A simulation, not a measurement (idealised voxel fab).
This is a process module. Its name is voxel self aligned contacts.
Displayed cross-section: cut, width of 220 nm, square cells sized 5 nm.
How to read a cross-section here: the picture is a grid of square cells, written as bands going from the top down, and any band can span one or more rows of cells. Band: top height; bottom height; in nm. Then, left to right: material with width in nm, for each material. "throughout": a single material spanning edge to edge. "empty": empty space. Height is counted from the level 0, under which the received wafer is composed throughout of one material. The lowest of the bands is not closed at the bottom but continues downward, in the notation "0 -> down". The expression "30 to 40" gives the width at the extremes of the band, the first number at its top row of cells and the second at its bottom row, with the width changing by equal amounts from each row to the next in between. Step note "nothing altered" = no cross-section cell changed. In "Sealed cavities" the enclosed voids are listed, meaning empty spaces of 8 cells or larger without any opening to the top. The form is width x height at distance, distance from the left edge, units nm. What comes after the settings on a step's line is commentary from the simulator itself on that step. The "overlay nm" setting may appear on a step's line; for a step that uses a mask, it gives how far to the right of its planned position the mask lay, and a negative value indicates the left.

**This section lists the process steps that were planned**
- 1: RECEIVE, material Si
- 2: OXIDIZE, depth nm 5
- 3: DIRECTIONAL_DEP, material polySi, thk nm 30
- 4: DIRECTIONAL_DEP, material SiN, thk nm 20
- 5: PATTERN, tone cover, mask id GATE, material resist, width nm 35, pitch nm 65, thk nm 15, overlay nm 0
- 6: DIRECTIONAL_ETCH, etch materials SiN, depth nm 20
- 7: DIRECTIONAL_ETCH, etch materials polySi, depth nm 30
- 8: STRIP, etch materials resist
- 9: CONFORMAL_DEP, material SiN, thk nm 5
- 10: DIRECTIONAL_ETCH, etch materials SiN, depth nm 5
- 11: FILL_DEP, material SiO2, thk nm 15
- 12: CMP, height nm 55
- 13: PATTERN, tone open, mask id CONTACT, material resist, width nm 50, pitch nm 65, thk nm 15, overlay nm 0
- 14: DIRECTIONAL_ETCH, etch materials SiO2, depth nm 60
- 15: STRIP, etch materials resist
- 16: CONFORMAL_DEP, material TiN, thk nm 5
- 17: FILL_DEP, material Ru, thk nm 10
- 18: CMP, height nm 55
- 19: CONFORMAL_DEP, material SiN, thk nm 5

**Incoming wafer in cross-section (state: after step 1)**
	0 -> down = Si throughout
	Sealed cavities: none

**Wafer cross-section at end of module: start and plan as shown above, one execution error**
	60 -> 55 = SiN throughout
	55 -> 50 = SiO2 50 nm, TiN 20 nm, Ru 10 nm, TiN 20 nm, SiO2 15 nm, TiN 20 nm, Ru 10 nm, TiN 20 nm, SiO2 55 nm
	50 -> 25 = SiO2 20 nm, SiN 5 nm, polySi 35 nm, SiN 5 nm, TiN 5 nm, Ru 10 nm, TiN 5 nm, SiN 5 nm, polySi 35 nm, SiN 5 nm, TiN 5 nm, Ru 10 nm, TiN 5 nm, SiN 5 nm, polySi 35 nm, SiN 5 nm, SiO2 25 nm
	25 -> 20 = SiO2 20 nm, SiN 5 nm, polySi 35 nm, SiN 5 nm, TiN 20 nm, SiN 5 nm, polySi 35 nm, SiN 5 nm, TiN 20 nm, SiN 5 nm, polySi 35 nm, SiN 5 nm, SiO2 25 nm
	20 -> 0 = SiN throughout
	0 -> -5 = SiO2 throughout
	-5 -> down = Si throughout
	Sealed cavities: none
Against the plan, the run slipped here: swap of plan steps 3 and 4 during execution
